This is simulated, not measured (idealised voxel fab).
process module | voxel ribs on slabs
cross-section cut | 160 nm wide | cells 5 nm
A cross-section is a grid of square cells, given in bands from the top down. A band is one or more rows of cells.
Each band's line starts with the height of the band's top and of its bottom, in nm. Then come its materials from left to right, each with its width in nm. One material with "throughout" fills the band from edge to edge. "air" is empty space.
Height 0 is the level under which the wafer as received is all one material. The lowest band goes on downwards, as in "0 down".
A width such as "30 to 40" changes by the same amount from each row of cells to the next, from the band's top row to its bottom row.
"no change" after a step means that no cell of the cross-section changed.
closed voids: empty space of 8 cells or more with no open way to the top, each as width x height at its distance from the left edge, in nm
after a step's settings: what the simulator itself notes on the step
overlay nm, on a step with a mask: how far to the right of its planned place the mask lay; to the left if negative
plan
1 op RECEIVE | material Si
2 op DIRECTIONAL_DEP | material SiO2 | thk nm 20
3 op DIRECTIONAL_DEP | material SiN | thk nm 20
4 op MASKED_ETCH | tone cover | mask id RIB | width nm 25 | etch materials SiN | depth nm 10 | overlay nm 0
5 op PATTERN | tone cover | mask id SLAB | material resist | width nm 65 | thk nm 20 | overlay nm 0
6 op DIRECTIONAL_ETCH | etch materials SiN | depth nm 10
7 op STRIP | etch materials resist
8 op FILL_DEP | material SiO2 | thk nm 20
9 op CMP | height nm 50
10 op DIRECTIONAL_DEP | material TiN | thk nm 10
11 op MASKED_ETCH | tone cover | mask id HEATER | width nm 35 | etch materials TiN | depth nm 10 | overlay nm 0
12 op CONFORMAL_DEP | material SiN | thk nm 5
as received, after step 1
  0 down: Si throughout
  closed voids: none
first wafer at the end, as planned
  65 to 60: air 55 | SiN 45 | air 60
  60 to 55: air 55 | SiN 5 | TiN 35 | SiN 5 | air 60
  55 to 50: SiN 60 | TiN 35 | SiN 65
  50 to 40: SiO2 throughout
  40 to 30: SiO2 65 | SiN 25 | SiO2 70
  30 to 20: SiO2 45 | SiN 65 | SiO2 50
  20 to 0: SiO2 throughout
  0 down: Si throughout
  closed voids: none
second wafer at the end: like start, like plan, one mistake
  65 to 60: air 55 | SiN 45 | air 60
  60 to 55: air 55 | SiN 5 | TiN 35 | SiN 5 | air 60
  55 to 50: SiN 60 | TiN 35 | SiN 65
  50 to 40: SiO2 45 | SiN 65 | SiO2 50
  40 to 20: SiN throughout
  20 to 0: SiO2 throughout
  0 down: Si throughout
  closed voids: none
what went wrong: step 3 was run twice
at the end the second wafer has, in cells: 118 more of SiN | 118 fewer of SiO2
